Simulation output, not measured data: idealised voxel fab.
Name of the process module below: voxel capacitor over wiring
The width of the displayed cross-section, cut, is 155 nm; its cells are square, with a size of 5 nm.
Cross-section layout: square cells on a grid; listed as bands, top to bottom; a band spans one or more cell rows.
Look at the band entry: it leads with the top's height and the bottom's height in nm. Then it lists the materials left to right, with a width in nm for each. The word "everywhere" on a single material says that material fills the band edge to edge. The word "air" is empty space.
Heads up on the height convention: 0 is the point under which the incoming wafer is all one material, and the lowest band has no bottom, it just keeps going down, like "0..down".
Note: "30->40" means the width goes from the first number (top row of the band) to the second number (bottom row) in equal steps per row of cells.
You'll sometimes find "nothing altered" written for a step, and that's the way of saying that nowhere in the cross-section did a cell change during that step.
Closed empty spaces (no open way to the top) of 8 cells or more are what "Closed voids list" lists, each as width x height at distance from the left edge, nm for all three.
Read whatever lies past the settings on a step's line as the simulator's own remark about the step.
When a step includes a mask, the "overlay nm" setting on its line states how far to the right of its planned place that mask lay, and negative values state how far to the left.

## The following list gives the planned process steps
1. RECEIVE [material Si]
2. CONFORMAL_DEP [material SiO2] [thk nm 15]
3. DIRECTIONAL_DEP [material TiN] [thk nm 5]
4. DIRECTIONAL_DEP [material W] [thk nm 15]
5. PATTERN [tone cover] [mask id METAL_1] [material resist] [width nm 25] [pitch nm 95] [thk nm 20] [overlay nm 0]
6. DIRECTIONAL_ETCH [etch materials W] [depth nm 15]
7. DIRECTIONAL_ETCH [etch materials TiN] [depth nm 5]
8. STRIP [etch materials resist]
9. FILL_DEP [material lowk] [thk nm 5]
10. CMP [height nm 35]
11. CONFORMAL_DEP [material SiCN] [thk nm 5]
12. DIRECTIONAL_DEP [material SiO2] [thk nm 20]
13. MASKED_ETCH [tone open] [mask id PLUG_1] [width nm 15] [etch materials SiO2] [depth nm 20] [overlay nm 0]
14. MASKED_ETCH [tone open] [mask id PLUG_1] [width nm 15] [etch materials SiCN] [depth nm 5] [overlay nm 0]
15. CONFORMAL_DEP [material TiN] [thk nm 5]
16. FILL_DEP [material Cu] [thk nm 5]
17. CMP [height nm 60]
18. DIRECTIONAL_DEP [material TiN] [thk nm 10]
19. DIRECTIONAL_DEP [material SiN] [thk nm 5]
20. DIRECTIONAL_DEP [material TiN] [thk nm 10]
21. MASKED_ETCH [tone cover] [mask id UPPER_PLATE] [width nm 75] [etch materials TiN] [depth nm 10] [overlay nm 0]
22. MASKED_ETCH [tone cover] [mask id UPPER_PLATE] [width nm 75] [etch materials SiN] [depth nm 5] [overlay nm 0]
23. MASKED_ETCH [tone cover] [mask id LOWER_PLATE] [width nm 85] [etch materials TiN] [depth nm 10] [overlay nm 0]
24. FILL_DEP [material SiO2] [thk nm 15]
25. CMP [height nm 95]
26. PATTERN [tone open] [mask id PLUG_2] [material resist] [width nm 15] [thk nm 20] [overlay nm 0]
27. DIRECTIONAL_ETCH [etch materials SiO2] [depth nm 10]
28. STRIP [etch materials resist]
29. CONFORMAL_DEP [material TiN] [thk nm 5]
30. FILL_DEP [material Ru] [thk nm 5]
31. CMP [height nm 95]
32. CONFORMAL_DEP [material SiCN] [thk nm 5]

## Step 1 complete: cross-section of the wafer as received
0..down  Si everywhere
Closed voids list: none

## Post-module cross-section of the first of two wafers (run per plan)
100..95  SiCN everywhere
95..90  SiO2=35; TiN=5; Ru=5; TiN=5; SiO2=105
90..85  SiO2=35; TiN=15; SiO2=105
85..75  SiO2=25; TiN=75; SiO2=55
75..70  SiO2=25; SiN=75; SiO2=55
70..60  SiO2=20; TiN=85; SiO2=50
60..40  SiO2=25; TiN=5; Cu=5; TiN=5; SiO2=115
40..35  SiCN=25; TiN=15; SiCN=115
35..20  lowk=15; W=25; lowk=70; W=25; lowk=20
20..15  lowk=15; TiN=25; lowk=70; TiN=25; lowk=20
15..0  SiO2 everywhere
0..down  Si everywhere
Closed voids list: none

## Wafer two, sectioned after the module: the first wafer's start, the first wafer's plan, and one mistake in how it was run
100..95  SiCN everywhere
95..90  SiO2=35; TiN=5; Ru=5; TiN=5; SiO2=105
90..85  SiO2=35; TiN=15; SiO2=105
85..75  SiO2=25; TiN=75; SiO2=55
75..70  SiO2=25; SiN=75; SiO2=55
70..60  SiO2=20; TiN=85; SiO2=50
60..40  SiO2=25; TiN=5; Cu=5; TiN=5; SiO2=115
40..35  SiCN=25; TiN=15; SiCN=115
35..30  lowk=15; TiN=25; lowk=70; TiN=25; lowk=20
30..0  SiO2 everywhere
0..down  Si everywhere
Closed voids list: none
Nonconformance to the process plan: regarding the plan, step 2 was run twice
Wafer comparison, final, in cells, second relative to first, materials more or fewer: +93 SiO2 | -30 W | -63 lowk
